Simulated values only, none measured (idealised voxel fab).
process module | voxel transistor to metal
cross-section cut | 155 nm wide | cells 5 nm
A cross-section is a grid of square cells, given in bands from the top down. A band is one or more rows of cells.
Each band's line starts with the height of the band's top and of its bottom, in nm. Then come its materials from left to right, each with its width in nm. One material with "throughout" fills the band from edge to edge. "air" is empty space.
Height 0 is the level under which the wafer as received is all one material. The lowest band goes on downwards, as in "0 down".
A width such as "30 to 40" changes by the same amount from each row of cells to the next, from the band's top row to its bottom row.
"no change" after a step means that no cell of the cross-section changed.
closed voids: empty space of 8 cells or more with no open way to the top, each as width x height at its distance from the left edge, in nm
after a step's settings: what the simulator itself notes on the step
overlay nm, on a step with a mask: how far to the right of its planned place the mask lay; to the left if negative
plan
1 op RECEIVE | material Si
2 op OXIDIZE | depth nm 5
3 op CONFORMAL_DEP | material SiN | thk nm 15
4 op MASKED_ETCH | tone cover | mask id ACTIVE | width nm 95 | etch materials SiN | depth nm 15 | overlay nm 0
5 op MASKED_ETCH | tone cover | mask id ACTIVE | width nm 95 | etch materials SiO2 | depth nm 5 | overlay nm 0
6 op MASKED_ETCH | tone cover | mask id ACTIVE | width nm 95 | etch materials Si | depth nm 25 | overlay nm 0
7 op OXIDIZE | depth nm 5
8 op FILL_DEP | material SiO2 | thk nm 5
9 op CMP | height nm 15
10 op SELECTIVE_ETCH | etch materials SiO2 | depth nm 10
11 op STRIP | etch materials SiN
12 op SELECTIVE_ETCH | etch materials SiO2 | depth nm 5
13 op OXIDIZE | depth nm 5
14 op DIRECTIONAL_DEP | material polySi | thk nm 20
15 op DIRECTIONAL_DEP | material SiCN | thk nm 10
16 op MASKED_ETCH | tone cover | mask id GATE | width nm 15 | etch materials SiCN | depth nm 20 | overlay nm 0
17 op MASKED_ETCH | tone cover | mask id GATE | width nm 15 | etch materials polySi | depth nm 30 | overlay nm 0
18 op CONFORMAL_DEP | material SiO2 | thk nm 5
19 op DIRECTIONAL_ETCH | etch materials SiO2 | depth nm 5
20 op CONFORMAL_DEP | material SiN | thk nm 10
21 op DIRECTIONAL_ETCH | etch materials SiN | depth nm 10
22 op DIRECTIONAL_ETCH | etch materials SiO2 | depth nm 5
23 op DIRECTIONAL_ETCH | etch materials Si | depth nm 15
24 op EPI | material pSi | thk nm 20
25 op FILL_DEP | material SiO2 | thk nm 10
26 op CMP | height nm 25
27 op DIRECTIONAL_DEP | material SiO2 | thk nm 15
28 op PATTERN | tone open | mask id CONTACT | material resist | width nm 20 | pitch nm 65 | thk nm 15 | overlay nm 0
29 op DIRECTIONAL_ETCH | etch materials SiO2 | depth nm 30
30 op STRIP | etch materials resist
31 op CONFORMAL_DEP | material TiN | thk nm 5
32 op FILL_DEP | material W | thk nm 5
33 op CMP | height nm 40
34 op DIRECTIONAL_DEP | material TiN | thk nm 5
35 op DIRECTIONAL_DEP | material Ru | thk nm 25
36 op PATTERN | tone cover | mask id METAL_1 | material resist | width nm 20 | pitch nm 65 | thk nm 15 | overlay nm 0
37 op DIRECTIONAL_ETCH | etch materials Ru | depth nm 25
38 op DIRECTIONAL_ETCH | etch materials TiN | depth nm 5
39 op STRIP | etch materials resist
40 op FILL_DEP | material lowk | thk nm 10
41 op CMP | height nm 70
42 op CONFORMAL_DEP | material SiCN | thk nm 5
43 op DIRECTIONAL_DEP | material SiO2 | thk nm 35
44 op MASKED_ETCH | tone open | mask id METAL_2_HOLES | width nm 15 | pitch nm 65 | etch materials SiO2 | depth nm 35 | overlay nm 0
45 op PATTERN | tone open | mask id METAL_2 | material resist | width nm 20 | pitch nm 65 | thk nm 20 | overlay nm 0
46 op DIRECTIONAL_ETCH | etch materials SiO2 | depth nm 20
47 op DIRECTIONAL_ETCH | etch materials SiCN | depth nm 5
48 op STRIP | etch materials resist
49 op CONFORMAL_DEP | material TiN | thk nm 5
50 op FILL_DEP | material Ru | thk nm 5
51 op CMP | height nm 110
52 op CONFORMAL_DEP | material SiCN | thk nm 5
first wafer, as planned
as received, after step 1
  0 down: Si throughout
  closed voids: none
after step 2
  0 to -5: SiO2 throughout
  below -5: unchanged
after step 3
  15 to 0: SiN throughout
  below 0: unchanged
after step 4
  15 to 0: air 30 | SiN 95 | air 30
  below 0: unchanged
after step 5
  15 to 0: air 30 | SiN 95 | air 30
  0 to -5: air 30 | SiO2 95 | air 30
  below -5: unchanged
after step 6
  15 to 0: air 30 | SiN 95 | air 30
  0 to -5: air 30 | SiO2 95 | air 30
  -5 to -30: air 30 | Si 95 | air 30
  below -30: unchanged
after step 7
  15 to 0: air 30 | SiN 95 | air 30
  0 to -5: air 30 | SiO2 95 | air 30
  -5 to -30: air 30 | SiO2 5 | Si 85 | SiO2 5 | air 30
  -30 to -35: SiO2 35 | Si 85 | SiO2 35
  below -35: unchanged
after step 8
  20 to 15: SiO2 throughout
  15 to 0: SiO2 30 | SiN 95 | SiO2 30
  0 to -5: SiO2 throughout
  -5 to -35: SiO2 35 | Si 85 | SiO2 35
  below -35: unchanged
after step 9
  15 to 0: SiO2 30 | SiN 95 | SiO2 30
  below 0: unchanged
after step 10
  15 to 5: air 30 | SiN 95 | air 30
  below 5: unchanged
after step 11
  5 to 0: SiO2 30 | air 95 | SiO2 30
  below 0: unchanged
after step 12
  0 to -5: SiO2 25 | air 105 | SiO2 25
  below -5: unchanged
after step 13
  0 to -5: SiO2 25 | air 105 | SiO2 25
  -5 to -10: SiO2 throughout
  below -10: unchanged
after step 14
  20 to 15: polySi 25 | air 105 | polySi 25
  15 to 0: polySi throughout
  0 to -5: SiO2 25 | polySi 105 | SiO2 25
  below -5: unchanged
after step 15
  30 to 25: SiCN 25 | air 105 | SiCN 25
  25 to 20: SiCN throughout
  20 to 15: polySi 25 | SiCN 105 | polySi 25
  below 15: unchanged
after step 16
  25 to 20: air 70 | SiCN 15 | air 70
  20 to 15: polySi 25 | air 45 | SiCN 15 | air 45 | polySi 25
  below 15: unchanged
after step 17
  25 to 15: air 70 | SiCN 15 | air 70
  15 to 0: air 70 | polySi 15 | air 70
  0 to -5: SiO2 25 | air 45 | polySi 15 | air 45 | SiO2 25
  below -5: unchanged
after step 18
  30 to 25: air 65 | SiO2 25 | air 65
  25 to 15: air 65 | SiO2 5 | SiCN 15 | SiO2 5 | air 65
  15 to 5: air 65 | SiO2 5 | polySi 15 | SiO2 5 | air 65
  5 to 0: SiO2 30 | air 35 | SiO2 5 | polySi 15 | SiO2 5 | air 35 | SiO2 30
  0 to -5: SiO2 70 | polySi 15 | SiO2 70
  below -5: unchanged
after step 19
  25 to 15: air 65 | SiO2 5 | SiCN 15 | SiO2 5 | air 65
  15 to 0: air 65 | SiO2 5 | polySi 15 | SiO2 5 | air 65
  0 to -5: SiO2 30 | air 35 | SiO2 5 | polySi 15 | SiO2 5 | air 35 | SiO2 30
  below -5: unchanged
after step 20
  35 to 25: air 55 | SiN 45 | air 55
  25 to 15: air 55 | SiN 10 | SiO2 5 | SiCN 15 | SiO2 5 | SiN 10 | air 55
  15 to 10: air 55 | SiN 10 | SiO2 5 | polySi 15 | SiO2 5 | SiN 10 | air 55
  10 to 5: SiN 40 | air 15 | SiN 10 | SiO2 5 | polySi 15 | SiO2 5 | SiN 10 | air 15 | SiN 40
  5 to 0: SiN 65 | SiO2 5 | polySi 15 | SiO2 5 | SiN 65
  0 to -5: SiO2 30 | SiN 35 | SiO2 5 | polySi 15 | SiO2 5 | SiN 35 | SiO2 30
  below -5: unchanged
after step 21
  25 to 15: air 55 | SiN 10 | SiO2 5 | SiCN 15 | SiO2 5 | SiN 10 | air 55
  15 to 0: air 55 | SiN 10 | SiO2 5 | polySi 15 | SiO2 5 | SiN 10 | air 55
  0 to -5: SiO2 30 | SiN 10 | air 15 | SiN 10 | SiO2 5 | polySi 15 | SiO2 5 | SiN 10 | air 15 | SiN 10 | SiO2 30
  below -5: unchanged
after step 22
  25 to 20: air 55 | SiN 10 | air 5 | SiCN 15 | air 5 | SiN 10 | air 55
  20 to 15: air 55 | SiN 10 | SiO2 5 | SiCN 15 | SiO2 5 | SiN 10 | air 55
  15 to 0: air 55 | SiN 10 | SiO2 5 | polySi 15 | SiO2 5 | SiN 10 | air 55
  0 to -5: air 30 | SiN 10 | air 15 | SiN 10 | SiO2 5 | polySi 15 | SiO2 5 | SiN 10 | air 15 | SiN 10 | air 30
  -5 to -10: SiO2 40 | air 15 | SiO2 45 | air 15 | SiO2 40
  below -10: unchanged
after step 23
  25 to 20: air 55 | SiN 10 | air 5 | SiCN 15 | air 5 | SiN 10 | air 55
  20 to 15: air 55 | SiN 10 | SiO2 5 | SiCN 15 | SiO2 5 | SiN 10 | air 55
  15 to 0: air 55 | SiN 10 | SiO2 5 | polySi 15 | SiO2 5 | SiN 10 | air 55
  0 to -5: air 30 | SiN 10 | air 15 | SiN 10 | SiO2 5 | polySi 15 | SiO2 5 | SiN 10 | air 15 | SiN 10 | air 30
  -5 to -10: SiO2 40 | air 15 | SiO2 45 | air 15 | SiO2 40
  -10 to -25: SiO2 35 | Si 5 | air 15 | Si 45 | air 15 | Si 5 | SiO2 35
  below -25: unchanged
after step 24
  25 to 20: air 55 | SiN 10 | air 5 | SiCN 15 | air 5 | SiN 10 | air 55
  20 to 15: air 55 | SiN 10 | SiO2 5 | SiCN 15 | SiO2 5 | SiN 10 | air 55
  15 to 10: air 55 | SiN 10 | SiO2 5 | polySi 15 | SiO2 5 | SiN 10 | air 55
  10 to 0: air 30 | pSi 25 | SiN 10 | SiO2 5 | polySi 15 | SiO2 5 | SiN 10 | pSi 25 | air 30
  0 to -5: air 30 | SiN 10 | pSi 15 | SiN 10 | SiO2 5 | polySi 15 | SiO2 5 | SiN 10 | pSi 15 | SiN 10 | air 30
  -5 to -10: SiO2 40 | pSi 15 | SiO2 45 | pSi 15 | SiO2 40
  -10 to -25: SiO2 35 | Si 5 | pSi 15 | Si 45 | pSi 15 | Si 5 | SiO2 35
  below -25: unchanged
after step 25
  35 to 25: SiO2 throughout
  25 to 15: SiO2 55 | SiN 10 | SiO2 5 | SiCN 15 | SiO2 5 | SiN 10 | SiO2 55
  15 to 10: SiO2 55 | SiN 10 | SiO2 5 | polySi 15 | SiO2 5 | SiN 10 | SiO2 55
  10 to 0: SiO2 30 | pSi 25 | SiN 10 | SiO2 5 | polySi 15 | SiO2 5 | SiN 10 | pSi 25 | SiO2 30
  0 to -5: SiO2 30 | SiN 10 | pSi 15 | SiN 10 | SiO2 5 | polySi 15 | SiO2 5 | SiN 10 | pSi 15 | SiN 10 | SiO2 30
  below -5: unchanged
after step 26
  25 to 15: SiO2 55 | SiN 10 | SiO2 5 | SiCN 15 | SiO2 5 | SiN 10 | SiO2 55
  below 15: unchanged
after step 27
  40 to 25: SiO2 throughout
  below 25: unchanged
after step 28
  55 to 40: resist 35 | air 20 | resist 45 | air 20 | resist 35
  below 40: unchanged
after step 29
  55 to 40: resist 35 | air 20 | resist 45 | air 20 | resist 35
  40 to 25: SiO2 35 | air 20 | SiO2 45 | air 20 | SiO2 35
  25 to 15: SiO2 35 | air 20 | SiN 10 | SiO2 5 | SiCN 15 | SiO2 5 | SiN 10 | air 20 | SiO2 35
  15 to 10: SiO2 35 | air 20 | SiN 10 | SiO2 5 | polySi 15 | SiO2 5 | SiN 10 | air 20 | SiO2 35
  below 10: unchanged
after step 30
  40 to 25: SiO2 35 | air 20 | SiO2 45 | air 20 | SiO2 35
  below 25: unchanged
after step 31
  45 to 40: TiN 40 | air 10 | TiN 55 | air 10 | TiN 40
  40 to 25: SiO2 35 | TiN 5 | air 10 | TiN 5 | SiO2 45 | TiN 5 | air 10 | TiN 5 | SiO2 35
  25 to 15: SiO2 35 | TiN 5 | air 10 | TiN 5 | SiN 10 | SiO2 5 | SiCN 15 | SiO2 5 | SiN 10 | TiN 5 | air 10 | TiN 5 | SiO2 35
  15 to 10: SiO2 35 | TiN 20 | SiN 10 | SiO2 5 | polySi 15 | SiO2 5 | SiN 10 | TiN 20 | SiO2 35
  below 10: unchanged
after step 32
  50 to 45: W throughout
  45 to 40: TiN 40 | W 10 | TiN 55 | W 10 | TiN 40
  40 to 25: SiO2 35 | TiN 5 | W 10 | TiN 5 | SiO2 45 | TiN 5 | W 10 | TiN 5 | SiO2 35
  25 to 15: SiO2 35 | TiN 5 | W 10 | TiN 5 | SiN 10 | SiO2 5 | SiCN 15 | SiO2 5 | SiN 10 | TiN 5 | W 10 | TiN 5 | SiO2 35
  below 15: unchanged
after step 33
  40 to 25: SiO2 35 | TiN 5 | W 10 | TiN 5 | SiO2 45 | TiN 5 | W 10 | TiN 5 | SiO2 35
  below 25: unchanged
after step 34
  45 to 40: TiN throughout
  below 40: unchanged
after step 35
  70 to 45: Ru throughout
  below 45: unchanged
after step 36
  85 to 70: air 35 | resist 20 | air 45 | resist 20 | air 35
  below 70: unchanged
after step 37
  85 to 70: air 35 | resist 20 | air 45 | resist 20 | air 35
  70 to 45: air 35 | Ru 20 | air 45 | Ru 20 | air 35
  below 45: unchanged
after step 38
  85 to 70: air 35 | resist 20 | air 45 | resist 20 | air 35
  70 to 45: air 35 | Ru 20 | air 45 | Ru 20 | air 35
  45 to 40: air 35 | TiN 20 | air 45 | TiN 20 | air 35
  below 40: unchanged
after step 39
  70 to 45: air 35 | Ru 20 | air 45 | Ru 20 | air 35
  below 45: unchanged
after step 40
  80 to 70: lowk throughout
  70 to 45: lowk 35 | Ru 20 | lowk 45 | Ru 20 | lowk 35
  45 to 40: lowk 35 | TiN 20 | lowk 45 | TiN 20 | lowk 35
  below 40: unchanged
after step 41
  70 to 45: lowk 35 | Ru 20 | lowk 45 | Ru 20 | lowk 35
  below 45: unchanged
after step 42
  75 to 70: SiCN throughout
  below 70: unchanged
after step 43
  110 to 75: SiO2 throughout
  below 75: unchanged
after step 44
  110 to 75: SiO2 35 | air 15 | SiO2 50 | air 15 | SiO2 40
  below 75: unchanged
after step 45
  130 to 110: resist 35 | air 20 | resist 45 | air 20 | resist 35
  below 110: unchanged
after step 46
  130 to 110: resist 35 | air 20 | resist 45 | air 20 | resist 35
  110 to 90: SiO2 35 | air 20 | SiO2 45 | air 20 | SiO2 35
  below 90: unchanged
after step 47
  130 to 110: resist 35 | air 20 | resist 45 | air 20 | resist 35
  110 to 90: SiO2 35 | air 20 | SiO2 45 | air 20 | SiO2 35
  90 to 75: SiO2 35 | air 15 | SiO2 50 | air 15 | SiO2 40
  75 to 70: SiCN 35 | air 15 | SiCN 50 | air 15 | SiCN 40
  below 70: unchanged
after step 48
  110 to 90: SiO2 35 | air 20 | SiO2 45 | air 20 | SiO2 35
  below 90: unchanged
after step 49
  115 to 110: TiN 40 | air 10 | TiN 55 | air 10 | TiN 40
  110 to 95: SiO2 35 | TiN 5 | air 10 | TiN 5 | SiO2 45 | TiN 5 | air 10 | TiN 5 | SiO2 35
  95 to 90: SiO2 35 | TiN 5 | air 5 | TiN 10 | SiO2 45 | TiN 5 | air 5 | TiN 10 | SiO2 35
  90 to 75: SiO2 35 | TiN 5 | air 5 | TiN 5 | SiO2 50 | TiN 5 | air 5 | TiN 5 | SiO2 40
  75 to 70: SiCN 35 | TiN 15 | SiCN 50 | TiN 15 | SiCN 40
  below 70: unchanged
after step 50
  120 to 115: Ru throughout
  115 to 110: TiN 40 | Ru 10 | TiN 55 | Ru 10 | TiN 40
  110 to 95: SiO2 35 | TiN 5 | Ru 10 | TiN 5 | SiO2 45 | TiN 5 | Ru 10 | TiN 5 | SiO2 35
  95 to 90: SiO2 35 | TiN 5 | Ru 5 | TiN 10 | SiO2 45 | TiN 5 | Ru 5 | TiN 10 | SiO2 35
  90 to 75: SiO2 35 | TiN 5 | Ru 5 | TiN 5 | SiO2 50 | TiN 5 | Ru 5 | TiN 5 | SiO2 40
  below 75: unchanged
after step 51
  110 to 95: SiO2 35 | TiN 5 | Ru 10 | TiN 5 | SiO2 45 | TiN 5 | Ru 10 | TiN 5 | SiO2 35
  below 95: unchanged
after step 52
  115 to 110: SiCN throughout
  below 110: unchanged
second wafer: like start, like plan, one mistake. Through step 3 it matches the first wafer
when step 4 should have ended
  15 to 0: SiN 30 | air 95 | SiN 30
  below 0: unchanged
when step 5 should have ended: no change
when step 6 should have ended: no change
when step 7 should have ended: no change
when step 8 should have ended
  20 to 15: SiO2 throughout
  15 to 0: SiN 30 | SiO2 95 | SiN 30
  below 0: unchanged
when step 9 should have ended
  15 to 0: SiN 30 | SiO2 95 | SiN 30
  below 0: unchanged
when step 10 should have ended
  15 to 5: SiN 30 | air 95 | SiN 30
  below 5: unchanged
when step 11 should have ended
  5 to 0: air 30 | SiO2 95 | air 30
  below 0: unchanged
when step 12 should have ended
  0 to -5: air 35 | SiO2 85 | air 35
  below -5: unchanged
when step 13 should have ended
  0 to -5: air 35 | SiO2 85 | air 35
  -5 to -10: SiO2 40 | Si 75 | SiO2 40
  below -10: unchanged
when step 14 should have ended
  20 to 15: air 35 | polySi 85 | air 35
  15 to 0: polySi throughout
  0 to -5: polySi 35 | SiO2 85 | polySi 35
  below -5: unchanged
when step 15 should have ended
  30 to 25: air 35 | SiCN 85 | air 35
  25 to 20: SiCN throughout
  20 to 15: SiCN 35 | polySi 85 | SiCN 35
  below 15: unchanged
when step 16 should have ended
  30 to 20: air 70 | SiCN 15 | air 70
  20 to 15: air 35 | polySi 85 | air 35
  below 15: unchanged
when step 17 should have ended
  30 to 20: air 70 | SiCN 15 | air 70
  20 to 0: air 70 | polySi 15 | air 70
  0 to -5: air 35 | SiO2 85 | air 35
  below -5: unchanged
when step 18 should have ended
  35 to 30: air 65 | SiO2 25 | air 65
  30 to 20: air 65 | SiO2 5 | SiCN 15 | SiO2 5 | air 65
  20 to 5: air 65 | SiO2 5 | polySi 15 | SiO2 5 | air 65
  5 to 0: air 30 | SiO2 40 | polySi 15 | SiO2 40 | air 30
  0 to -5: SiO2 throughout
  below -5: unchanged
when step 19 should have ended
  30 to 20: air 65 | SiO2 5 | SiCN 15 | SiO2 5 | air 65
  20 to 0: air 65 | SiO2 5 | polySi 15 | SiO2 5 | air 65
  0 to -5: air 30 | SiO2 95 | air 30
  below -5: unchanged
when step 20 should have ended
  40 to 30: air 55 | SiN 45 | air 55
  30 to 20: air 55 | SiN 10 | SiO2 5 | SiCN 15 | SiO2 5 | SiN 10 | air 55
  20 to 10: air 55 | SiN 10 | SiO2 5 | polySi 15 | SiO2 5 | SiN 10 | air 55
  10 to 5: air 20 | SiN 45 | SiO2 5 | polySi 15 | SiO2 5 | SiN 45 | air 20
  5 to 0: SiN 65 | SiO2 5 | polySi 15 | SiO2 5 | SiN 65
  0 to -5: SiN 30 | SiO2 95 | SiN 30
  below -5: unchanged
when step 21 should have ended
  30 to 20: air 55 | SiN 10 | SiO2 5 | SiCN 15 | SiO2 5 | SiN 10 | air 55
  20 to 0: air 55 | SiN 10 | SiO2 5 | polySi 15 | SiO2 5 | SiN 10 | air 55
  0 to -5: air 20 | SiN 10 | SiO2 95 | SiN 10 | air 20
  below -5: unchanged
when step 22 should have ended
  30 to 25: air 55 | SiN 10 | air 5 | SiCN 15 | air 5 | SiN 10 | air 55
  25 to 20: air 55 | SiN 10 | SiO2 5 | SiCN 15 | SiO2 5 | SiN 10 | air 55
  20 to 0: air 55 | SiN 10 | SiO2 5 | polySi 15 | SiO2 5 | SiN 10 | air 55
  0 to -5: air 20 | SiN 10 | air 25 | SiO2 45 | air 25 | SiN 10 | air 20
  -5 to -10: air 20 | SiO2 20 | Si 75 | SiO2 20 | air 20
  below -10: unchanged
when step 23 should have ended
  30 to 25: air 55 | SiN 10 | air 5 | SiCN 15 | air 5 | SiN 10 | air 55
  25 to 20: air 55 | SiN 10 | SiO2 5 | SiCN 15 | SiO2 5 | SiN 10 | air 55
  20 to 0: air 55 | SiN 10 | SiO2 5 | polySi 15 | SiO2 5 | SiN 10 | air 55
  0 to -5: air 20 | SiN 10 | air 25 | SiO2 45 | air 25 | SiN 10 | air 20
  -5 to -10: air 20 | SiO2 20 | air 15 | Si 45 | air 15 | SiO2 20 | air 20
  -10 to -20: air 20 | Si 20 | air 15 | Si 45 | air 15 | Si 20 | air 20
  -20 to -25: air 20 | Si 115 | air 20
  below -25: unchanged
when step 24 should have ended
  30 to 25: air 55 | SiN 10 | air 5 | SiCN 15 | air 5 | SiN 10 | air 55
  25 to 20: air 55 | SiN 10 | SiO2 5 | SiCN 15 | SiO2 5 | SiN 10 | air 55
  20 to 15: air 55 | SiN 10 | SiO2 5 | polySi 15 | SiO2 5 | SiN 10 | air 55
  15 to 10: air 35 | pSi 20 | SiN 10 | SiO2 5 | polySi 15 | SiO2 5 | SiN 10 | pSi 20 | air 35
  10 to 0: pSi 55 | SiN 10 | SiO2 5 | polySi 15 | SiO2 5 | SiN 10 | pSi 55
  0 to -5: pSi 20 | SiN 10 | pSi 25 | SiO2 45 | pSi 25 | SiN 10 | pSi 20
  -5 to -10: pSi 20 | SiO2 20 | pSi 15 | Si 45 | pSi 15 | SiO2 20 | pSi 20
  -10 to -20: pSi 20 | Si 20 | pSi 15 | Si 45 | pSi 15 | Si 20 | pSi 20
  -20 to -25: pSi 20 | Si 115 | pSi 20
  below -25: unchanged
when step 25 should have ended
  40 to 30: SiO2 throughout
  30 to 20: SiO2 55 | SiN 10 | SiO2 5 | SiCN 15 | SiO2 5 | SiN 10 | SiO2 55
  20 to 15: SiO2 55 | SiN 10 | SiO2 5 | polySi 15 | SiO2 5 | SiN 10 | SiO2 55
  15 to 10: SiO2 35 | pSi 20 | SiN 10 | SiO2 5 | polySi 15 | SiO2 5 | SiN 10 | pSi 20 | SiO2 35
  below 10: unchanged
when step 26 should have ended
  25 to 20: SiO2 55 | SiN 10 | SiO2 5 | SiCN 15 | SiO2 5 | SiN 10 | SiO2 55
  below 20: unchanged
when step 27 should have ended
  40 to 25: SiO2 throughout
  below 25: unchanged
when step 28 should have ended
  55 to 40: resist 35 | air 20 | resist 45 | air 20 | resist 35
  below 40: unchanged
when step 29 should have ended
  55 to 40: resist 35 | air 20 | resist 45 | air 20 | resist 35
  40 to 25: SiO2 35 | air 20 | SiO2 45 | air 20 | SiO2 35
  25 to 20: SiO2 35 | air 20 | SiN 10 | SiO2 5 | SiCN 15 | SiO2 5 | SiN 10 | air 20 | SiO2 35
  20 to 15: SiO2 35 | air 20 | SiN 10 | SiO2 5 | polySi 15 | SiO2 5 | SiN 10 | air 20 | SiO2 35
  below 15: unchanged
when step 30 should have ended
  40 to 25: SiO2 35 | air 20 | SiO2 45 | air 20 | SiO2 35
  below 25: unchanged
when step 31 should have ended
  45 to 40: TiN 40 | air 10 | TiN 55 | air 10 | TiN 40
  40 to 25: SiO2 35 | TiN 5 | air 10 | TiN 5 | SiO2 45 | TiN 5 | air 10 | TiN 5 | SiO2 35
  25 to 20: SiO2 35 | TiN 5 | air 10 | TiN 5 | SiN 10 | SiO2 5 | SiCN 15 | SiO2 5 | SiN 10 | TiN 5 | air 10 | TiN 5 | SiO2 35
  20 to 15: SiO2 35 | TiN 20 | SiN 10 | SiO2 5 | polySi 15 | SiO2 5 | SiN 10 | TiN 20 | SiO2 35
  below 15: unchanged
when step 32 should have ended
  50 to 45: W throughout
  45 to 40: TiN 40 | W 10 | TiN 55 | W 10 | TiN 40
  40 to 25: SiO2 35 | TiN 5 | W 10 | TiN 5 | SiO2 45 | TiN 5 | W 10 | TiN 5 | SiO2 35
  25 to 20: SiO2 35 | TiN 5 | W 10 | TiN 5 | SiN 10 | SiO2 5 | SiCN 15 | SiO2 5 | SiN 10 | TiN 5 | W 10 | TiN 5 | SiO2 35
  below 20: unchanged
when step 33 should have ended
  40 to 25: SiO2 35 | TiN 5 | W 10 | TiN 5 | SiO2 45 | TiN 5 | W 10 | TiN 5 | SiO2 35
  below 25: unchanged
when step 34 should have ended
  45 to 40: TiN throughout
  below 40: unchanged
when step 35 should have ended
  70 to 45: Ru throughout
  below 45: unchanged
when step 36 should have ended
  85 to 70: air 35 | resist 20 | air 45 | resist 20 | air 35
  below 70: unchanged
when step 37 should have ended
  85 to 70: air 35 | resist 20 | air 45 | resist 20 | air 35
  70 to 45: air 35 | Ru 20 | air 45 | Ru 20 | air 35
  below 45: unchanged
when step 38 should have ended
  85 to 70: air 35 | resist 20 | air 45 | resist 20 | air 35
  70 to 45: air 35 | Ru 20 | air 45 | Ru 20 | air 35
  45 to 40: air 35 | TiN 20 | air 45 | TiN 20 | air 35
  below 40: unchanged
when step 39 should have ended
  70 to 45: air 35 | Ru 20 | air 45 | Ru 20 | air 35
  below 45: unchanged
when step 40 should have ended
  80 to 70: lowk throughout
  70 to 45: lowk 35 | Ru 20 | lowk 45 | Ru 20 | lowk 35
  45 to 40: lowk 35 | TiN 20 | lowk 45 | TiN 20 | lowk 35
  below 40: unchanged
when step 41 should have ended
  70 to 45: lowk 35 | Ru 20 | lowk 45 | Ru 20 | lowk 35
  below 45: unchanged
when step 42 should have ended
  75 to 70: SiCN throughout
  below 70: unchanged
when step 43 should have ended
  110 to 75: SiO2 throughout
  below 75: unchanged
when step 44 should have ended
  110 to 75: SiO2 35 | air 15 | SiO2 50 | air 15 | SiO2 40
  below 75: unchanged
when step 45 should have ended
  130 to 110: resist 35 | air 20 | resist 45 | air 20 | resist 35
  below 110: unchanged
when step 46 should have ended
  130 to 110: resist 35 | air 20 | resist 45 | air 20 | resist 35
  110 to 90: SiO2 35 | air 20 | SiO2 45 | air 20 | SiO2 35
  below 90: unchanged
when step 47 should have ended
  130 to 110: resist 35 | air 20 | resist 45 | air 20 | resist 35
  110 to 90: SiO2 35 | air 20 | SiO2 45 | air 20 | SiO2 35
  90 to 75: SiO2 35 | air 15 | SiO2 50 | air 15 | SiO2 40
  75 to 70: SiCN 35 | air 15 | SiCN 50 | air 15 | SiCN 40
  below 70: unchanged
when step 48 should have ended
  110 to 90: SiO2 35 | air 20 | SiO2 45 | air 20 | SiO2 35
  below 90: unchanged
when step 49 should have ended
  115 to 110: TiN 40 | air 10 | TiN 55 | air 10 | TiN 40
  110 to 95: SiO2 35 | TiN 5 | air 10 | TiN 5 | SiO2 45 | TiN 5 | air 10 | TiN 5 | SiO2 35
  95 to 90: SiO2 35 | TiN 5 | air 5 | TiN 10 | SiO2 45 | TiN 5 | air 5 | TiN 10 | SiO2 35
  90 to 75: SiO2 35 | TiN 5 | air 5 | TiN 5 | SiO2 50 | TiN 5 | air 5 | TiN 5 | SiO2 40
  75 to 70: SiCN 35 | TiN 15 | SiCN 50 | TiN 15 | SiCN 40
  below 70: unchanged
when step 50 should have ended
  120 to 115: Ru throughout
  115 to 110: TiN 40 | Ru 10 | TiN 55 | Ru 10 | TiN 40
  110 to 95: SiO2 35 | TiN 5 | Ru 10 | TiN 5 | SiO2 45 | TiN 5 | Ru 10 | TiN 5 | SiO2 35
  95 to 90: SiO2 35 | TiN 5 | Ru 5 | TiN 10 | SiO2 45 | TiN 5 | Ru 5 | TiN 10 | SiO2 35
  90 to 75: SiO2 35 | TiN 5 | Ru 5 | TiN 5 | SiO2 50 | TiN 5 | Ru 5 | TiN 5 | SiO2 40
  below 75: unchanged
when step 51 should have ended
  110 to 95: SiO2 35 | TiN 5 | Ru 10 | TiN 5 | SiO2 45 | TiN 5 | Ru 10 | TiN 5 | SiO2 35
  below 95: unchanged
when step 52 should have ended
  115 to 110: SiCN throughout
  below 110: unchanged
what went wrong: step 4 ran as: op MASKED_ETCH | tone open | mask id ACTIVE | width nm 95 | etch materials SiN | depth nm 15 | overlay nm 0
at the end the second wafer has, in cells: 61 more of Si | 3 fewer of SiCN | 4 fewer of SiN | 116 fewer of SiO2 | 4 fewer of TiN | 4 fewer of W | 70 more of pSi
